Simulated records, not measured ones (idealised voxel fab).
The document below concerns the process module designated voxel ribs on slabs.
cross-section cut | 200 nm wide | cells 5 nm
For the purposes of this document, a cross-section shall be understood as a grid of square cells, specified as bands listed in top-to-bottom order, each band consisting of one or more rows of cells.
Basically the band line says how high the top is and how high the bottom is, in nm, and then what's in it from left to right, every material with its width in nm. Empty space shows up as "empty", and if a single material carries "full width" it runs the full band edge to edge.
The reference from which all heights are counted is 0, the level beneath which the as-received wafer is entirely one material; the lowest band, having no lower bound, proceeds downward and is written after the example "0 -> down".
The two numbers in a width such as "30..40" mark its ends across the band: the first belongs to the top row of cells, the second to the bottom row, and from each row to the next the width moves by the same amount.
Given "remains unaltered" for a step, no cell of the cross-section differs between before and after that step.
"Completely sealed voids" lists enclosed empty spaces (at least 8 cells, no open path upward to the top), each as width x height at distance from the left edge, in nm.
The remark found on a step's line after its settings is issued by the simulator itself and pertains to that step.
overlay nm: right-of-plan distance of the mask on a masked step; negative values mean left-of-plan.

-- Below is the list of planned process steps
| 1 | RECEIVE (material Si) |
| 2 | DIRECTIONAL_DEP (material SiO2; thk nm 25) |
| 3 | DIRECTIONAL_DEP (material polySi; thk nm 25) |
| 4 | PATTERN (tone cover; mask id RIB; material resist; width nm 15; thk nm 15; overlay nm 0) |
| 5 | DIRECTIONAL_ETCH (etch materials polySi; depth nm 15) |
| 6 | STRIP (etch materials resist) |
| 7 | PATTERN (tone cover; mask id SLAB; material resist; width nm 45; thk nm 20; overlay nm 0) |
| 8 | DIRECTIONAL_ETCH (etch materials polySi; depth nm 10) |
| 9 | STRIP (etch materials resist) |
| 10 | FILL_DEP (material SiO2; thk nm 25) |
| 11 | CMP (height nm 70) |
| 12 | DIRECTIONAL_DEP (material W; thk nm 5) |
| 13 | DIRECTIONAL_DEP (material aC; thk nm 10) |
| 14 | PATTERN (tone cover; mask id HEATER; material resist; width nm 25; thk nm 25; overlay nm 0) |
| 15 | DIRECTIONAL_ETCH (etch materials aC; depth nm 10) |
| 16 | STRIP (etch materials resist) |
| 17 | DIRECTIONAL_ETCH (etch materials W; depth nm 5) |
| 18 | STRIP (etch materials aC) |
| 19 | CONFORMAL_DEP (material SiN; thk nm 5) |

-- Cross-section of the incoming wafer, state after step 1
    0 -> down = Si full width
    Completely sealed voids: none

-- Wafer cross-section at end of module: start and plan as shown above, one execution error
    80 -> 75 = 80 of empty, 35 of SiN, 85 of empty
    75 -> 70 = 85 of SiN, 25 of W, 90 of SiN
    70 -> 25 = SiO2 full width
    25 -> 0 = polySi full width
    0 -> down = Si full width
    Completely sealed voids: none
Deviation from plan: mixed up steps 2 and 3 - ran each in the other's place
